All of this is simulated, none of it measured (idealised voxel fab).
Process module, titled voxel self aligned contacts
Square cells of 5 nm make up the cross-section cut, whose width is 230 nm.
Reading order for cross-sections: top band down to bottom band. Underlying form: a grid of square cells. Band size: one or more rows of cells. Each band's line starts with the height of the band's top and of its bottom, in nm. Then come its materials from left to right, each with its width in nm. One material with "full width" fills the band from edge to edge. "empty" is empty space. Height is counted from the level 0, under which the received wafer is composed throughout of one material. The lowest of the bands is not closed at the bottom but continues downward, in the notation "0..down". Top row gets the first number, bottom row gets the second, and each row in between changes by the same step: that is how a band width like "30..40" works. Where the words "stayed the same" appear for a step, the cross-section shows no cell changed by that step; every cell remained as before. Heads up: "Trapped voids" only lists the empty pockets with no open path to the top that are 8 cells or more, and it writes them as width x height at distance, distance from the left edge, in nm. Past the settings on a step's line: simulator remark, on that step. "overlay nm" on a masked step: distance the mask lay right of its planned place, negative for left.
**The following list gives the planned process steps**
1,RECEIVE,material Si
2,OXIDIZE,depth nm 5
3,DIRECTIONAL_DEP,material polySi,thk nm 30
4,DIRECTIONAL_DEP,material SiN,thk nm 20
5,DIRECTIONAL_DEP,material aC,thk nm 15
6,PATTERN,tone cover,mask id GATE,material resist,width nm 25,pitch nm 50,thk nm 30,overlay nm 0
7,DIRECTIONAL_ETCH,etch materials aC,depth nm 15
8,STRIP,etch materials resist
9,DIRECTIONAL_ETCH,etch materials SiN,depth nm 20
10,DIRECTIONAL_ETCH,etch materials polySi,depth nm 30
11,STRIP,etch materials aC
12,CONFORMAL_DEP,material SiN,thk nm 5
13,DIRECTIONAL_ETCH,etch materials SiN,depth nm 5
14,FILL_DEP,material SiO2,thk nm 20
15,CMP,height nm 60
16,PATTERN,tone open,mask id CONTACT,material resist,width nm 35,thk nm 15,overlay nm 0
17,DIRECTIONAL_ETCH,etch materials SiO2,depth nm 65
18,STRIP,etch materials resist
19,CONFORMAL_DEP,material TiN,thk nm 5
20,FILL_DEP,material Ru,thk nm 5
21,CMP,height nm 60
22,CONFORMAL_DEP,material SiCN,thk nm 5
**Wafer as received: cross-section following step 1**
	0..down: Si full width
	Trapped voids: none
**Looking at the first of two wafers in cross-section at end of module - ran to plan**
	65..60: SiCN full width
	60..50: SiO2: 95  TiN: 5..15  Ru: 25..5  TiN: 5..15  SiO2: 100
	50..30: SiO2: 70  SiN: 35  TiN: 5  Ru: 5  TiN: 5  SiN: 35  SiO2: 75
	30..0: SiO2: 70  SiN: 5  polySi: 25  SiN: 5  TiN: 5  Ru: 5  TiN: 5  SiN: 5  polySi: 25  SiN: 5  SiO2: 75
	0..-5: SiO2: 105  TiN: 15  SiO2: 110
	-5..down: Si full width
	Trapped voids: none
**Cross-sectional image of the second wafer of the two following completion of the module. Starting state and process plan were the same as for the first wafer; one execution error occurred**
	65..60: SiCN full width
	60..50: SiO2: 100  TiN: 5..10  Ru: 20..5  TiN: 5..15  SiO2: 100
	50..30: SiO2: 70  SiN: 35  TiN: 5  Ru: 5  TiN: 5  SiN: 35  SiO2: 75
	30..0: SiO2: 70  SiN: 5  polySi: 25  SiN: 5  TiN: 5  Ru: 5  TiN: 5  SiN: 5  polySi: 25  SiN: 5  SiO2: 75
	0..-5: SiO2: 105  TiN: 15  SiO2: 110
	-5..down: Si full width
	Trapped voids: none
Nonconformance to the process plan: step 16, actual vs plan mismatch, actual run PATTERN,tone open,mask id CONTACT,material resist,width nm 30,thk nm 15,overlay nm 0
The final cell counts differ between the wafers, with the second having more or fewer of some materials than the first: Ru: 1 fewer | SiO2: 2 more | TiN: 1 fewer
